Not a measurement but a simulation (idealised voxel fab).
process module | voxel capacitor over wiring
cross-section cut | 190 nm wide | cells 5 nm
A cross-section is a grid of square cells, given in bands from the top down. A band is one or more rows of cells.
Each band's line starts with the height of the band's top and of its bottom, in nm. Then come its materials from left to right, each with its width in nm. One material with "throughout" fills the band from edge to edge. "air" is empty space.
Height 0 is the level under which the wafer as received is all one material. The lowest band goes on downwards, as in "0 down".
A width such as "30 to 40" changes by the same amount from each row of cells to the next, from the band's top row to its bottom row.
"no change" after a step means that no cell of the cross-section changed.
closed voids: empty space of 8 cells or more with no open way to the top, each as width x height at its distance from the left edge, in nm
after a step's settings: what the simulator itself notes on the step
overlay nm, on a step with a mask: how far to the right of its planned place the mask lay; to the left if negative
plan
1 op RECEIVE | material Si
2 op CONFORMAL_DEP | material SiO2 | thk nm 15
3 op DIRECTIONAL_DEP | material TiN | thk nm 5
4 op DIRECTIONAL_DEP | material Ru | thk nm 15
5 op PATTERN | tone cover | mask id METAL_1 | material resist | width nm 30 | pitch nm 95 | thk nm 20 | overlay nm 0
6 op DIRECTIONAL_ETCH | etch materials Ru | depth nm 15
7 op DIRECTIONAL_ETCH | etch materials TiN | depth nm 5
8 op STRIP | etch materials resist
9 op FILL_DEP | material lowk | thk nm 5
10 op CMP | height nm 35
11 op CONFORMAL_DEP | material SiCN | thk nm 5
12 op DIRECTIONAL_DEP | material SiO2 | thk nm 20
13 op DIRECTIONAL_DEP | material aC | thk nm 10
14 op PATTERN | tone open | mask id PLUG_1 | material resist | width nm 15 | thk nm 25 | overlay nm 0
15 op DIRECTIONAL_ETCH | etch materials aC | depth nm 10
16 op STRIP | etch materials resist
17 op DIRECTIONAL_ETCH | etch materials SiO2 | depth nm 20
18 op DIRECTIONAL_ETCH | etch materials SiCN | depth nm 5
19 op STRIP | etch materials aC
20 op EPI | material Ru | thk nm 10
21 op EPI | material Ru | thk nm 10
22 op EPI | material Ru | thk nm 5
23 op DIRECTIONAL_DEP | material TiN | thk nm 5
24 op DIRECTIONAL_DEP | material Al2O3 | thk nm 5
25 op DIRECTIONAL_DEP | material TiN | thk nm 10
26 op DIRECTIONAL_DEP | material aC | thk nm 10
27 op PATTERN | tone cover | mask id UPPER_PLATE | material resist | width nm 70 | thk nm 25 | overlay nm 0
28 op DIRECTIONAL_ETCH | etch materials aC | depth nm 10
29 op STRIP | etch materials resist
30 op DIRECTIONAL_ETCH | etch materials TiN | depth nm 10
31 op DIRECTIONAL_ETCH | etch materials Al2O3 | depth nm 5
32 op STRIP | etch materials aC
33 op DIRECTIONAL_DEP | material aC | thk nm 15
34 op PATTERN | tone cover | mask id LOWER_PLATE | material resist | width nm 80 | thk nm 35 | overlay nm 0
35 op DIRECTIONAL_ETCH | etch materials aC | depth nm 15
36 op STRIP | etch materials resist
37 op DIRECTIONAL_ETCH | etch materials TiN | depth nm 5
38 op STRIP | etch materials aC
39 op FILL_DEP | material SiO2 | thk nm 15
40 op CMP | height nm 90
41 op MASKED_ETCH | tone open | mask id PLUG_2 | width nm 15 | etch materials SiO2 | depth nm 10 | overlay nm 0
42 op CONFORMAL_DEP | material TiN | thk nm 5
43 op FILL_DEP | material W | thk nm 10
44 op CMP | height nm 90
45 op CONFORMAL_DEP | material SiCN | thk nm 5
as received, after step 1
  0 down: Si throughout
  closed voids: none
a wafer at the end: this start, this plan, one mistake
  95 to 90: SiCN throughout
  90 to 85: SiO2 55 | TiN 5 | W 5 | TiN 5 | SiO2 120
  85 to 80: SiO2 55 | TiN 15 | SiO2 120
  80 to 70: SiO2 45 | TiN 15 | SiO2 40 | TiN 15 | SiO2 75
  70 to 65: SiO2 45 | Al2O3 15 | SiO2 40 | Al2O3 15 | SiO2 75
  65 to 60: SiO2 40 | TiN 20 | SiO2 40 | TiN 20 | SiO2 70
  60 to 55: SiO2 5 | Ru 40 | SiO2 55 | Ru 80 | SiO2 10
  55 to 45: SiO2 5 | Ru 40 | SiO2 15 | TiN 40 | Ru 80 | SiO2 10
  45 to 40: SiO2 5 | Ru 40 | SiO2 15 | Al2O3 40 | Ru 80 | SiO2 10
  40 to 35: SiO2 5 | Ru 40 | SiCN 15 | TiN 40 | Ru 80 | SiO2 10
  35 to 20: lowk 30 | Ru 30 | lowk 65 | Ru 30 | lowk 35
  20 to 15: lowk 30 | TiN 30 | lowk 65 | TiN 30 | lowk 35
  15 to 0: SiO2 throughout
  0 down: Si throughout
  closed voids: none
what went wrong: step 14 ran as: op PATTERN | tone cover | mask id PLUG_1 | material resist | width nm 15 | thk nm 25 | overlay nm 0
